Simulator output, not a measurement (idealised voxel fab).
Module name: voxel transistor to metal (process module)
In the cross-section labelled cut, the width is 190 nm and each square cell is 5 nm.
Heads up, the way a cross-section reads in here is a grid of square cells, handed over as bands from the top down, with every band being one or more rows of cells.
It is stipulated that each band's entry specify, in nanometres, the height of the top of the band and then that of its bottom, followed by the materials of the band in left-to-right sequence, each together with its width in nanometres. A single material marked by the word "edge to edge" is understood to fill the band from edge to edge; the word "empty" is understood to denote empty space.
Heights are expressed relative to 0, this being the level below which the as-received wafer comprises one material exclusively. The lowest band is unbounded in the downward direction and is denoted as in "0..down".
Top row gets the first number, bottom row gets the second, and each row in between changes by the same step: that is how a band width like "30 to 40" works.
The cross-section has no changed cell in any step marked "remains unaltered".
If an empty space has no open way to the top and is at least 8 cells in size, "Closed void register" lists it, written width x height at distance, where distance is measured from the left edge and every value is in nm.
Post-settings text on a step line: simulator's own remark regarding the step.
On any step carrying a mask, the "overlay nm" setting, if present on the step's line, tells how far right of its planned place the mask lay; negative values point to the left.
Each pair of cross-sections that follows straddles one process step: the one shows the state before the step, the other the state after it, down to the lowest band that changed and no further. The step in question, and its settings, are given under the pair. Note that a pair is not necessarily a continuation of the pair above it, since pairs can come from different runs of this module on the same starting wafer; it is a continuation only where its entry headed "Before processing" says so.
Before processing:
  50..35  lowk (45), W (15), lowk (65), W (15), lowk (50)
  35..30  lowk (45), TiN (15), lowk (65), TiN (15), lowk (50)
  30..20  SiO2 (45), TiN (5), Ru (5), TiN (5), SiO2 (65), TiN (5), Ru (5), TiN (5), SiO2 (50)
  20..10  SiO2 (45), TiN (5), Ru (5), TiN (5), SiN (10), TiN (5), W (35), TiN (5), SiN (10), TiN (5), Ru (5), TiN (5), SiO2 (50)
  10..5  SiO2 (45), TiN (15), SiN (10), TiN (5), W (35), TiN (5), SiN (10), TiN (15), SiO2 (50)
  5..-5  SiO2 (40), SiN (10), pSi (10), SiN (10), TiN (5), W (35), TiN (5), SiN (10), pSi (10), SiN (10), SiO2 (45)
  -5..-10  SiO2 (50), pSi (10), SiO2 (10), TiN (45), SiO2 (10), pSi (10), SiO2 (55)
  -10..-20  SiO2 (40), Si (10), pSi (10), Si (65), pSi (10), Si (10), SiO2 (45)
  -20..-35  SiO2 (40), Si (105), SiO2 (45)
  -35..down  Si edge to edge
  Closed void register: none
Post-Step Appearance:
  55..50  SiCN edge to edge
  Lower than 50, everything is as it was.
  Closed void register: none
It is this step that lies between the two cross-sections above: CONFORMAL_DEP: material SiCN, thk nm 5
Before processing:
  40..35  empty (60), SiN (10), empty (5), SiCN (35), empty (5), SiN (10), empty (65)
  35..25  empty (60), SiN (10), SiO2 (5), SiCN (35), SiO2 (5), SiN (10), empty (65)
  25..5  empty (60), SiN (10), SiO2 (5), polySi (35), SiO2 (5), SiN (10), empty (65)
  5..0  empty (40), SiN (10), pSi (10), SiN (10), SiO2 (5), polySi (35), SiO2 (5), SiN (10), pSi (10), SiN (10), empty (45)
  0..-5  SiO2 (40), SiN (10), pSi (10), SiN (10), SiO2 (5), polySi (35), SiO2 (5), SiN (10), pSi (10), SiN (10), SiO2 (45)
  -5..-10  SiO2 (50), pSi (10), SiO2 (65), pSi (10), SiO2 (55)
  -10..-20  SiO2 (40), Si (10), pSi (10), Si (65), pSi (10), Si (10), SiO2 (45)
  -20..-35  SiO2 (40), Si (105), SiO2 (45)
  -35..down  Si edge to edge
  Closed void register: none
Post-Step Appearance:
  40..35  empty (60), SiN (10), empty (5), SiCN (35), empty (5), SiN (10), empty (65)
  35..25  empty (60), SiN (10), SiO2 (5), SiCN (35), SiO2 (5), SiN (10), empty (65)
  25..20  empty (60), SiN (10), SiO2 (5), polySi (35), SiO2 (5), SiN (10), empty (65)
  20..5  empty (35), pSi (25), SiN (10), SiO2 (5), polySi (35), SiO2 (5), SiN (10), pSi (25), empty (40)
  5..0  empty (35), pSi (5), SiN (10), pSi (10), SiN (10), SiO2 (5), polySi (35), SiO2 (5), SiN (10), pSi (10), SiN (10), pSi (5), empty (40)
  Lower than 0, everything is as it was.
  Closed void register: none
It is this step that lies between the two cross-sections above: EPI: material pSi, thk nm 15
Before processing: see the after view in the pair directly above.
Post-Step Appearance:
  50..40  SiO2 edge to edge
  40..25  SiO2 (60), SiN (10), SiO2 (5), SiCN (35), SiO2 (5), SiN (10), SiO2 (65)
  25..20  SiO2 (60), SiN (10), SiO2 (5), polySi (35), SiO2 (5), SiN (10), SiO2 (65)
  20..5  SiO2 (35), pSi (25), SiN (10), SiO2 (5), polySi (35), SiO2 (5), SiN (10), pSi (25), SiO2 (40)
  5..0  SiO2 (35), pSi (5), SiN (10), pSi (10), SiN (10), SiO2 (5), polySi (35), SiO2 (5), SiN (10), pSi (10), SiN (10), pSi (5), SiO2 (40)
  Lower than 0, everything is as it was.
  Closed void register: none
It is this step that lies between the two cross-sections above: FILL_DEP: material SiO2, thk nm 10
Before processing: see the after view in the pair directly above.
Post-Step Appearance:
  25..20  SiO2 (60), SiN (10), SiO2 (5), polySi (35), SiO2 (5), SiN (10), SiO2 (65)
  Lower than 20, everything is as it was.
  Closed void register: none
It is this step that lies between the two cross-sections above: CMP: height nm 25
Before processing: see the after view in the pair directly above.
Post-Step Appearance:
  25..20  SiO2 (60), SiN (10), SiO2 (5), empty (35), SiO2 (5), SiN (10), SiO2 (65)
  20..5  SiO2 (35), pSi (25), SiN (10), SiO2 (5), empty (35), SiO2 (5), SiN (10), pSi (25), SiO2 (40)
  5..0  SiO2 (35), pSi (5), SiN (10), pSi (10), SiN (10), SiO2 (5), empty (35), SiO2 (5), SiN (10), pSi (10), SiN (10), pSi (5), SiO2 (40)
  0..-5  SiO2 (40), SiN (10), pSi (10), SiN (10), SiO2 (5), empty (35), SiO2 (5), SiN (10), pSi (10), SiN (10), SiO2 (45)
  Lower than -5, everything is as it was.
  Closed void register: none
It is this step that lies between the two cross-sections above: STRIP: etch materials polySi
Before processing: see the after view in the pair directly above.
Post-Step Appearance:
  25..20  empty (60), SiN (10), empty (45), SiN (10), empty (65)
  20..5  SiO2 (35), pSi (25), SiN (10), empty (45), SiN (10), pSi (25), SiO2 (40)
  5..0  SiO2 (35), pSi (5), SiN (10), pSi (10), SiN (10), empty (45), SiN (10), pSi (10), SiN (10), pSi (5), SiO2 (40)
  0..-5  SiO2 (40), SiN (10), pSi (10), SiN (10), empty (45), SiN (10), pSi (10), SiN (10), SiO2 (45)
  -5..-10  SiO2 (50), pSi (10), SiO2 (10), empty (45), SiO2 (10), pSi (10), SiO2 (55)
  Lower than -10, everything is as it was.
  Closed void register: none
It is this step that lies between the two cross-sections above: SELECTIVE_ETCH: etch materials SiO2, depth nm 5
Before processing: see the after view in the pair directly above.
Post-Step Appearance:
  30..25  empty (55), HfO2 (20), empty (35), HfO2 (20), empty (60)
  25..20  HfO2 (60), SiN (10), HfO2 (5), empty (35), HfO2 (5), SiN (10), HfO2 (65)
  20..5  SiO2 (35), pSi (25), SiN (10), HfO2 (5), empty (35), HfO2 (5), SiN (10), pSi (25), SiO2 (40)
  5..0  SiO2 (35), pSi (5), SiN (10), pSi (10), SiN (10), HfO2 (5), empty (35), HfO2 (5), SiN (10), pSi (10), SiN (10), pSi (5), SiO2 (40)
  0..-5  SiO2 (40), SiN (10), pSi (10), SiN (10), HfO2 (5), empty (35), HfO2 (5), SiN (10), pSi (10), SiN (10), SiO2 (45)
  -5..-10  SiO2 (50), pSi (10), SiO2 (10), HfO2 (45), SiO2 (10), pSi (10), SiO2 (55)
  Lower than -10, everything is as it was.
  Closed void register: none
It is this step that lies between the two cross-sections above: CONFORMAL_DEP: material HfO2, thk nm 5
Before processing: see the after view in the pair directly above.
Post-Step Appearance:
  35..30  empty (50), TiN (30), empty (25), TiN (30), empty (55)
  30..25  TiN (55), HfO2 (20), TiN (5), empty (25), TiN (5), HfO2 (20), TiN (60)
  25..20  HfO2 (60), SiN (10), HfO2 (5), TiN (5), empty (25), TiN (5), HfO2 (5), SiN (10), HfO2 (65)
  20..5  SiO2 (35), pSi (25), SiN (10), HfO2 (5), TiN (5), empty (25), TiN (5), HfO2 (5), SiN (10), pSi (25), SiO2 (40)
  5..0  SiO2 (35), pSi (5), SiN (10), pSi (10), SiN (10), HfO2 (5), TiN (5), empty (25), TiN (5), HfO2 (5), SiN (10), pSi (10), SiN (10), pSi (5), SiO2 (40)
  0..-5  SiO2 (40), SiN (10), pSi (10), SiN (10), HfO2 (5), TiN (35), HfO2 (5), SiN (10), pSi (10), SiN (10), SiO2 (45)
  Lower than -5, everything is as it was.
  Closed void register: none
It is this step that lies between the two cross-sections above: CONFORMAL_DEP: material TiN, thk nm 5
Before processing: see the after view in the pair directly above.
Post-Step Appearance:
  45..35  W edge to edge
  35..30  W (50), TiN (30), W (25), TiN (30), W (55)
  30..25  TiN (55), HfO2 (20), TiN (5), W (25), TiN (5), HfO2 (20), TiN (60)
  25..20  HfO2 (60), SiN (10), HfO2 (5), TiN (5), W (25), TiN (5), HfO2 (5), SiN (10), HfO2 (65)
  20..5  SiO2 (35), pSi (25), SiN (10), HfO2 (5), TiN (5), W (25), TiN (5), HfO2 (5), SiN (10), pSi (25), SiO2 (40)
  5..0  SiO2 (35), pSi (5), SiN (10), pSi (10), SiN (10), HfO2 (5), TiN (5), W (25), TiN (5), HfO2 (5), SiN (10), pSi (10), SiN (10), pSi (5), SiO2 (40)
  Lower than 0, everything is as it was.
  Closed void register: none
It is this step that lies between the two cross-sections above: FILL_DEP: material W, thk nm 10
Before processing: see the after view in the pair directly above.
Post-Step Appearance:
  20..5  SiO2 (35), pSi (25), SiN (10), HfO2 (5), TiN (5), W (25), TiN (5), HfO2 (5), SiN (10), pSi (25), SiO2 (40)
  Lower than 5, everything is as it was.
  Closed void register: none
It is this step that lies between the two cross-sections above: CMP: height nm 20
Before processing: see the after view in the pair directly above.
Post-Step Appearance:
  30..20  SiO2 edge to edge
  Lower than 20, everything is as it was.
  Closed void register: none
It is this step that lies between the two cross-sections above: DIRECTIONAL_DEP: material SiO2, thk nm 10
Before processing: see the after view in the pair directly above.
Post-Step Appearance:
  30..20  SiO2 (45), empty (15), SiO2 (65), empty (15), SiO2 (50)
  Lower than 20, everything is as it was.
  Closed void register: none
It is this step that lies between the two cross-sections above: MASKED_ETCH: tone open, mask id CONTACT, width nm 15, pitch nm 80, etch materials SiO2, depth nm 25, overlay nm 0
Before processing: see the after view in the pair directly above.
Post-Step Appearance:
  35..30  TiN (50), empty (5), TiN (75), empty (5), TiN (55)
  30..25  SiO2 (45), TiN (5), empty (5), TiN (5), SiO2 (65), TiN (5), empty (5), TiN (5), SiO2 (50)
  25..20  SiO2 (45), TiN (15), SiO2 (65), TiN (15), SiO2 (50)
  Lower than 20, everything is as it was.
  Closed void register: none
It is this step that lies between the two cross-sections above: CONFORMAL_DEP: material TiN, thk nm 5
Before processing: see the after view in the pair directly above.
Post-Step Appearance:
  40..35  Ru edge to edge
  35..30  TiN (50), Ru (5), TiN (75), Ru (5), TiN (55)
  30..25  SiO2 (45), TiN (5), Ru (5), TiN (5), SiO2 (65), TiN (5), Ru (5), TiN (5), SiO2 (50)
  Lower than 25, everything is as it was.
  Closed void register: none
It is this step that lies between the two cross-sections above: FILL_DEP: material Ru, thk nm 5
Before processing: see the after view in the pair directly above.
Post-Step Appearance:
  30..25  SiO2 (45), TiN (5), Ru (5), TiN (5), SiO2 (65), TiN (5), Ru (5), TiN (5), SiO2 (50)
  Lower than 25, everything is as it was.
  Closed void register: none
It is this step that lies between the two cross-sections above: CMP: height nm 30
Before processing: see the after view in the pair directly above.
Post-Step Appearance:
  35..30  TiN edge to edge
  Lower than 30, everything is as it was.
  Closed void register: none
It is this step that lies between the two cross-sections above: DIRECTIONAL_DEP: material TiN, thk nm 5
Before processing: see the after view in the pair directly above.
Post-Step Appearance:
  50..35  W edge to edge
  Lower than 35, everything is as it was.
  Closed void register: none
It is this step that lies between the two cross-sections above: DIRECTIONAL_DEP: material W, thk nm 15
Before processing: see the after view in the pair directly above.
Post-Step Appearance:
  60..50  aC edge to edge
  Lower than 50, everything is as it was.
  Closed void register: none
It is this step that lies between the two cross-sections above: DIRECTIONAL_DEP: material aC, thk nm 10
Before processing: see the after view in the pair directly above.
Post-Step Appearance:
  85..60  empty (45), resist (15), empty (65), resist (15), empty (50)
  Lower than 60, everything is as it was.
  Closed void register: none
It is this step that lies between the two cross-sections above: PATTERN: tone cover, mask id METAL_1, material resist, width nm 15, pitch nm 80, thk nm 25, overlay nm 0
Before processing: see the after view in the pair directly above.
Post-Step Appearance:
  75..60  empty (45), resist (15), empty (65), resist (15), empty (50)
  60..50  empty (45), aC (15), empty (65), aC (15), empty (50)
  Lower than 50, everything is as it was.
  Closed void register: none
It is this step that lies between the two cross-sections above: DIRECTIONAL_ETCH: etch materials aC, depth nm 10
Before processing: see the after view in the pair directly above.
Post-Step Appearance:
  60..50  empty (45), aC (15), empty (65), aC (15), empty (50)
  Lower than 50, everything is as it was.
  Closed void register: none
It is this step that lies between the two cross-sections above: STRIP: etch materials resist
Before processing: see the after view in the pair directly above.
Post-Step Appearance:
  60..50  empty (45), aC (15), empty (65), aC (15), empty (50)
  50..35  empty (45), W (15), empty (65), W (15), empty (50)
  Lower than 35, everything is as it was.
  Closed void register: none
It is this step that lies between the two cross-sections above: DIRECTIONAL_ETCH: etch materials W, depth nm 15
Before processing: see the after view in the pair directly above.
Post-Step Appearance:
  60..50  empty (45), aC (15), empty (65), aC (15), empty (50)
  50..35  empty (45), W (15), empty (65), W (15), empty (50)
  35..30  empty (45), TiN (15), empty (65), TiN (15), empty (50)
  Lower than 30, everything is as it was.
  Closed void register: none
It is this step that lies between the two cross-sections above: DIRECTIONAL_ETCH: etch materials TiN, depth nm 5
Before processing: see the after view in the pair directly above.
Post-Step Appearance:
  50..35  empty (45), W (15), empty (65), W (15), empty (50)
  Lower than 35, everything is as it was.
  Closed void register: none
It is this step that lies between the two cross-sections above: STRIP: etch materials aC
Before processing: see the after view in the pair directly above.
Post-Step Appearance:
  55..50  lowk edge to edge
  50..35  lowk (45), W (15), lowk (65), W (15), lowk (50)
  35..30  lowk (45), TiN (15), lowk (65), TiN (15), lowk (50)
  Lower than 30, everything is as it was.
  Closed void register: none
It is this step that lies between the two cross-sections above: FILL_DEP: material lowk, thk nm 5
Before processing: see the after view in the pair directly above.
Post-Step Appearance:
  50..35  lowk (45), W (15), lowk (65), W (15), lowk (50)
  Lower than 35, everything is as it was.
  Closed void register: none
It is this step that lies between the two cross-sections above: CMP: height nm 50
Before processing: see the after view in the pair directly above.
Post-Step Appearance:
  55..50  SiCN edge to edge
  Lower than 50, everything is as it was.
  Closed void register: none
It is this step that lies between the two cross-sections above: CONFORMAL_DEP: material SiCN, thk nm 5
Before processing:
  40..35  empty (60), SiN (10), empty (5), SiCN (35), empty (5), SiN (10), empty (65)
  35..25  empty (60), SiN (10), SiO2 (5), SiCN (35), SiO2 (5), SiN (10), empty (65)
  25..5  empty (60), SiN (10), SiO2 (5), polySi (35), SiO2 (5), SiN (10), empty (65)
  5..0  empty (40), SiN (10), empty (10), SiN (10), SiO2 (5), polySi (35), SiO2 (5), SiN (10), empty (10), SiN (10), empty (45)
  0..-5  SiO2 (40), SiN (10), empty (10), SiN (10), SiO2 (5), polySi (35), SiO2 (5), SiN (10), empty (10), SiN (10), SiO2 (45)
  -5..-10  SiO2 (50), empty (10), SiO2 (65), empty (10), SiO2 (55)
  -10..-35  SiO2 (40), Si (105), SiO2 (45)
  -35..down  Si edge to edge
  Closed void register: none
Post-Step Appearance:
  40..35  empty (60), SiN (10), empty (5), SiCN (35), empty (5), SiN (10), empty (65)
  35..25  empty (60), SiN (10), SiO2 (5), SiCN (35), SiO2 (5), SiN (10), empty (65)
  25..5  empty (60), SiN (10), SiO2 (5), polySi (35), SiO2 (5), SiN (10), empty (65)
  5..0  empty (40), SiN (10), pSi (10), SiN (10), SiO2 (5), polySi (35), SiO2 (5), SiN (10), pSi (10), SiN (10), empty (45)
  0..-5  SiO2 (40), SiN (10), pSi (10), SiN (10), SiO2 (5), polySi (35), SiO2 (5), SiN (10), pSi (10), SiN (10), SiO2 (45)
  -5..-10  SiO2 (50), pSi (10), SiO2 (65), pSi (10), SiO2 (55)
  Lower than -10, everything is as it was.
  Closed void register: none
It is this step that lies between the two cross-sections above: EPI: material pSi, thk nm 15
Before processing: see the after view in the pair directly above.
Post-Step Appearance:
  40..35  empty (60), SiN (10), empty (5), SiCN (35), empty (5), SiN (10), empty (65)
  35..25  empty (60), SiN (10), SiO2 (5), SiCN (35), SiO2 (5), SiN (10), empty (65)
  25..5  empty (60), SiN (10), SiO2 (5), polySi (35), SiO2 (5), SiN (10), empty (65)
  5..0  empty (40), SiN (10), empty (10), SiN (10), SiO2 (5), polySi (35), SiO2 (5), SiN (10), empty (10), SiN (10), empty (45)
  0..-5  SiO2 (40), SiN (10), empty (10), SiN (10), SiO2 (5), polySi (35), SiO2 (5), SiN (10), empty (10), SiN (10), SiO2 (45)
  Lower than -5, everything is as it was.
  Closed void register: none
It is this step that lies between the two cross-sections above: DIRECTIONAL_ETCH: etch materials Si, depth nm 10
Before processing: see the after view in the pair directly above.
Post-Step Appearance:
  50..40  SiO2 edge to edge
  40..25  SiO2 (60), SiN (10), SiO2 (5), SiCN (35), SiO2 (5), SiN (10), SiO2 (65)
  25..5  SiO2 (60), SiN (10), SiO2 (5), polySi (35), SiO2 (5), SiN (10), SiO2 (65)
  5..-5  SiO2 (40), SiN (10), SiO2 (10), SiN (10), SiO2 (5), polySi (35), SiO2 (5), SiN (10), SiO2 (10), SiN (10), SiO2 (45)
  Lower than -5, everything is as it was.
  Closed void register: none
It is this step that lies between the two cross-sections above: FILL_DEP: material SiO2, thk nm 10
Before processing: see the after view in the pair directly above.
Post-Step Appearance:
  25..5  SiO2 (60), SiN (10), SiO2 (5), polySi (35), SiO2 (5), SiN (10), SiO2 (65)
  Lower than 5, everything is as it was.
  Closed void register: none
It is this step that lies between the two cross-sections above: CMP: height nm 25
Before processing: see the after view in the pair directly above.
Post-Step Appearance:
  25..5  SiO2 (60), SiN (10), SiO2 (5), empty (35), SiO2 (5), SiN (10), SiO2 (65)
  5..-5  SiO2 (40), SiN (10), SiO2 (10), SiN (10), SiO2 (5), empty (35), SiO2 (5), SiN (10), SiO2 (10), SiN (10), SiO2 (45)
  Lower than -5, everything is as it was.
  Closed void register: none
It is this step that lies between the two cross-sections above: STRIP: etch materials polySi
Before processing: see the after view in the pair directly above.
Post-Step Appearance:
  25..20  empty (60), SiN (10), empty (45), SiN (10), empty (65)
  20..5  SiO2 (60), SiN (10), empty (45), SiN (10), SiO2 (65)
  5..-5  SiO2 (40), SiN (10), SiO2 (10), SiN (10), empty (45), SiN (10), SiO2 (10), SiN (10), SiO2 (45)
  -5..-10  SiO2 (50), pSi (10), SiO2 (10), empty (45), SiO2 (10), pSi (10), SiO2 (55)
  Lower than -10, everything is as it was.
  Closed void register: none
It is this step that lies between the two cross-sections above: SELECTIVE_ETCH: etch materials SiO2, depth nm 5
Before processing: see the after view in the pair directly above.
Post-Step Appearance:
  30..25  empty (55), HfO2 (20), empty (35), HfO2 (20), empty (60)
  25..20  HfO2 (60), SiN (10), HfO2 (5), empty (35), HfO2 (5), SiN (10), HfO2 (65)
  20..5  SiO2 (60), SiN (10), HfO2 (5), empty (35), HfO2 (5), SiN (10), SiO2 (65)
  5..-5  SiO2 (40), SiN (10), SiO2 (10), SiN (10), HfO2 (5), empty (35), HfO2 (5), SiN (10), SiO2 (10), SiN (10), SiO2 (45)
  -5..-10  SiO2 (50), pSi (10), SiO2 (10), HfO2 (45), SiO2 (10), pSi (10), SiO2 (55)
  Lower than -10, everything is as it was.
  Closed void register: none
It is this step that lies between the two cross-sections above: CONFORMAL_DEP: material HfO2, thk nm 5
Before processing: see the after view in the pair directly above.
Post-Step Appearance:
  35..30  empty (50), TiN (30), empty (25), TiN (30), empty (55)
  30..25  TiN (55), HfO2 (20), TiN (5), empty (25), TiN (5), HfO2 (20), TiN (60)
  25..20  HfO2 (60), SiN (10), HfO2 (5), TiN (5), empty (25), TiN (5), HfO2 (5), SiN (10), HfO2 (65)
  20..5  SiO2 (60), SiN (10), HfO2 (5), TiN (5), empty (25), TiN (5), HfO2 (5), SiN (10), SiO2 (65)
  5..0  SiO2 (40), SiN (10), SiO2 (10), SiN (10), HfO2 (5), TiN (5), empty (25), TiN (5), HfO2 (5), SiN (10), SiO2 (10), SiN (10), SiO2 (45)
  0..-5  SiO2 (40), SiN (10), SiO2 (10), SiN (10), HfO2 (5), TiN (35), HfO2 (5), SiN (10), SiO2 (10), SiN (10), SiO2 (45)
  Lower than -5, everything is as it was.
  Closed void register: none
It is this step that lies between the two cross-sections above: CONFORMAL_DEP: material TiN, thk nm 5
Before processing: see the after view in the pair directly above.
Post-Step Appearance:
  45..35  W edge to edge
  35..30  W (50), TiN (30), W (25), TiN (30), W (55)
  30..25  TiN (55), HfO2 (20), TiN (5), W (25), TiN (5), HfO2 (20), TiN (60)
  25..20  HfO2 (60), SiN (10), HfO2 (5), TiN (5), W (25), TiN (5), HfO2 (5), SiN (10), HfO2 (65)
  20..5  SiO2 (60), SiN (10), HfO2 (5), TiN (5), W (25), TiN (5), HfO2 (5), SiN (10), SiO2 (65)
  5..0  SiO2 (40), SiN (10), SiO2 (10), SiN (10), HfO2 (5), TiN (5), W (25), TiN (5), HfO2 (5), SiN (10), SiO2 (10), SiN (10), SiO2 (45)
  Lower than 0, everything is as it was.
  Closed void register: none
It is this step that lies between the two cross-sections above: FILL_DEP: material W, thk nm 10
Before processing: see the after view in the pair directly above.
Post-Step Appearance:
  20..5  SiO2 (60), SiN (10), HfO2 (5), TiN (5), W (25), TiN (5), HfO2 (5), SiN (10), SiO2 (65)
  Lower than 5, everything is as it was.
  Closed void register: none
It is this step that lies between the two cross-sections above: CMP: height nm 20
Before processing: see the after view in the pair directly above.
Post-Step Appearance:
  30..20  SiO2 edge to edge
  Lower than 20, everything is as it was.
  Closed void register: none
It is this step that lies between the two cross-sections above: DIRECTIONAL_DEP: material SiO2, thk nm 10
Before processing: see the after view in the pair directly above.
Post-Step Appearance:
  30..20  SiO2 (45), empty (15), SiO2 (65), empty (15), SiO2 (50)
  20..5  SiO2 (45), empty (15), SiN (10), HfO2 (5), TiN (5), W (25), TiN (5), HfO2 (5), SiN (10), empty (15), SiO2 (50)
  Lower than 5, everything is as it was.
  Closed void register: none
It is this step that lies between the two cross-sections above: MASKED_ETCH: tone open, mask id CONTACT, width nm 15, pitch nm 80, etch materials SiO2, depth nm 25, overlay nm 0
Before processing: see the after view in the pair directly above.
Post-Step Appearance:
  35..30  TiN (50), empty (5), TiN (75), empty (5), TiN (55)
  30..20  SiO2 (45), TiN (5), empty (5), TiN (5), SiO2 (65), TiN (5), empty (5), TiN (5), SiO2 (50)
  20..10  SiO2 (45), TiN (5), empty (5), TiN (5), SiN (10), HfO2 (5), TiN (5), W (25), TiN (5), HfO2 (5), SiN (10), TiN (5), empty (5), TiN (5), SiO2 (50)
  10..5  SiO2 (45), TiN (15), SiN (10), HfO2 (5), TiN (5), W (25), TiN (5), HfO2 (5), SiN (10), TiN (15), SiO2 (50)
  Lower than 5, everything is as it was.
  Closed void register: none
It is this step that lies between the two cross-sections above: CONFORMAL_DEP: material TiN, thk nm 5
Before processing: see the after view in the pair directly above.
Post-Step Appearance:
  40..35  Ru edge to edge
  35..30  TiN (50), Ru (5), TiN (75), Ru (5), TiN (55)
  30..20  SiO2 (45), TiN (5), Ru (5), TiN (5), SiO2 (65), TiN (5), Ru (5), TiN (5), SiO2 (50)
  20..10  SiO2 (45), TiN (5), Ru (5), TiN (5), SiN (10), HfO2 (5), TiN (5), W (25), TiN (5), HfO2 (5), SiN (10), TiN (5), Ru (5), TiN (5), SiO2 (50)
  Lower than 10, everything is as it was.
  Closed void register: none
It is this step that lies between the two cross-sections above: FILL_DEP: material Ru, thk nm 5
Before processing: see the after view in the pair directly above.
Post-Step Appearance:
  30..20  SiO2 (45), TiN (5), Ru (5), TiN (5), SiO2 (65), TiN (5), Ru (5), TiN (5), SiO2 (50)
  Lower than 20, everything is as it was.
  Closed void register: none
It is this step that lies between the two cross-sections above: CMP: height nm 30
Before processing: see the after view in the pair directly above.
Post-Step Appearance:
  35..30  TiN edge to edge
  Lower than 30, everything is as it was.
  Closed void register: none
It is this step that lies between the two cross-sections above: DIRECTIONAL_DEP: material TiN, thk nm 5
Before processing: see the after view in the pair directly above.
Post-Step Appearance:
  50..35  W edge to edge
  Lower than 35, everything is as it was.
  Closed void register: none
It is this step that lies between the two cross-sections above: DIRECTIONAL_DEP: material W, thk nm 15
Before processing: see the after view in the pair directly above.
Post-Step Appearance:
  60..50  aC edge to edge
  Lower than 50, everything is as it was.
  Closed void register: none
It is this step that lies between the two cross-sections above: DIRECTIONAL_DEP: material aC, thk nm 10
Before processing: see the after view in the pair directly above.
Post-Step Appearance:
  85..60  empty (45), resist (15), empty (65), resist (15), empty (50)
  Lower than 60, everything is as it was.
  Closed void register: none
It is this step that lies between the two cross-sections above: PATTERN: tone cover, mask id METAL_1, material resist, width nm 15, pitch nm 80, thk nm 25, overlay nm 0
Before processing: see the after view in the pair directly above.
Post-Step Appearance:
  75..60  empty (45), resist (15), empty (65), resist (15), empty (50)
  60..50  empty (45), aC (15), empty (65), aC (15), empty (50)
  Lower than 50, everything is as it was.
  Closed void register: none
It is this step that lies between the two cross-sections above: DIRECTIONAL_ETCH: etch materials aC, depth nm 10
Before processing: see the after view in the pair directly above.
Post-Step Appearance:
  60..50  empty (45), aC (15), empty (65), aC (15), empty (50)
  Lower than 50, everything is as it was.
  Closed void register: none
It is this step that lies between the two cross-sections above: STRIP: etch materials resist
Before processing: see the after view in the pair directly above.
Post-Step Appearance:
  60..50  empty (45), aC (15), empty (65), aC (15), empty (50)
  50..35  empty (45), W (15), empty (65), W (15), empty (50)
  Lower than 35, everything is as it was.
  Closed void register: none
It is this step that lies between the two cross-sections above: DIRECTIONAL_ETCH: etch materials W, depth nm 15
Before processing: see the after view in the pair directly above.
Post-Step Appearance:
  60..50  empty (45), aC (15), empty (65), aC (15), empty (50)
  50..35  empty (45), W (15), empty (65), W (15), empty (50)
  35..30  empty (45), TiN (15), empty (65), TiN (15), empty (50)
  Lower than 30, everything is as it was.
  Closed void register: none
It is this step that lies between the two cross-sections above: DIRECTIONAL_ETCH: etch materials TiN, depth nm 5
Before processing: see the after view in the pair directly above.
Post-Step Appearance:
  50..35  empty (45), W (15), empty (65), W (15), empty (50)
  Lower than 35, everything is as it was.
  Closed void register: none
It is this step that lies between the two cross-sections above: STRIP: etch materials aC
Before processing: see the after view in the pair directly above.
Post-Step Appearance:
  55..50  lowk edge to edge
  50..35  lowk (45), W (15), lowk (65), W (15), lowk (50)
  35..30  lowk (45), TiN (15), lowk (65), TiN (15), lowk (50)
  Lower than 30, everything is as it was.
  Closed void register: none
It is this step that lies between the two cross-sections above: FILL_DEP: material lowk, thk nm 5
Before processing: see the after view in the pair directly above.
Post-Step Appearance:
  50..35  lowk (45), W (15), lowk (65), W (15), lowk (50)
  Lower than 35, everything is as it was.
  Closed void register: none
It is this step that lies between the two cross-sections above: CMP: height nm 50
Before processing: see the after view in the pair directly above.
Post-Step Appearance:
  55..50  SiCN edge to edge
  Lower than 50, everything is as it was.
  Closed void register: none
It is this step that lies between the two cross-sections above: CONFORMAL_DEP: material SiCN, thk nm 5
Before processing:
  50..40  SiO2 edge to edge
  40..25  SiO2 (60), SiN (10), SiO2 (5), SiCN (35), SiO2 (5), SiN (10), SiO2 (65)
  25..5  SiO2 (60), SiN (10), SiO2 (5), polySi (35), SiO2 (5), SiN (10), SiO2 (65)
  5..-5  SiO2 (40), SiN (10), pSi (10), SiN (10), SiO2 (5), polySi (35), SiO2 (5), SiN (10), pSi (10), SiN (10), SiO2 (45)
  -5..-10  SiO2 (50), pSi (10), SiO2 (65), pSi (10), SiO2 (55)
  -10..-20  SiO2 (40), Si (10), pSi (10), Si (65), pSi (10), Si (10), SiO2 (45)
  -20..-35  SiO2 (40), Si (105), SiO2 (45)
  -35..down  Si edge to edge
  Closed void register: none
Post-Step Appearance:
  20..5  SiO2 (60), SiN (10), SiO2 (5), polySi (35), SiO2 (5), SiN (10), SiO2 (65)
  Lower than 5, everything is as it was.
  Closed void register: none
It is this step that lies between the two cross-sections above: CMP: height nm 20
Before processing: see the after view in the pair directly above.
Post-Step Appearance:
  20..5  SiO2 (60), SiN (10), SiO2 (5), empty (35), SiO2 (5), SiN (10), SiO2 (65)
  5..-5  SiO2 (40), SiN (10), pSi (10), SiN (10), SiO2 (5), empty (35), SiO2 (5), SiN (10), pSi (10), SiN (10), SiO2 (45)
  Lower than -5, everything is as it was.
  Closed void register: none
It is this step that lies between the two cross-sections above: STRIP: etch materials polySi
Before processing: see the after view in the pair directly above.
Post-Step Appearance:
  20..15  empty (60), SiN (10), empty (45), SiN (10), empty (65)
  15..5  SiO2 (60), SiN (10), empty (45), SiN (10), SiO2 (65)
  5..-5  SiO2 (40), SiN (10), pSi (10), SiN (10), empty (45), SiN (10), pSi (10), SiN (10), SiO2 (45)
  -5..-10  SiO2 (50), pSi (10), SiO2 (10), empty (45), SiO2 (10), pSi (10), SiO2 (55)
  Lower than -10, everything is as it was.
  Closed void register: none
It is this step that lies between the two cross-sections above: SELECTIVE_ETCH: etch materials SiO2, depth nm 5
Before processing: see the after view in the pair directly above.
Post-Step Appearance:
  25..20  empty (55), HfO2 (20), empty (35), HfO2 (20), empty (60)
  20..15  HfO2 (60), SiN (10), HfO2 (5), empty (35), HfO2 (5), SiN (10), HfO2 (65)
  15..5  SiO2 (60), SiN (10), HfO2 (5), empty (35), HfO2 (5), SiN (10), SiO2 (65)
  5..-5  SiO2 (40), SiN (10), pSi (10), SiN (10), HfO2 (5), empty (35), HfO2 (5), SiN (10), pSi (10), SiN (10), SiO2 (45)
  -5..-10  SiO2 (50), pSi (10), SiO2 (10), HfO2 (45), SiO2 (10), pSi (10), SiO2 (55)
  Lower than -10, everything is as it was.
  Closed void register: none
It is this step that lies between the two cross-sections above: CONFORMAL_DEP: material HfO2, thk nm 5
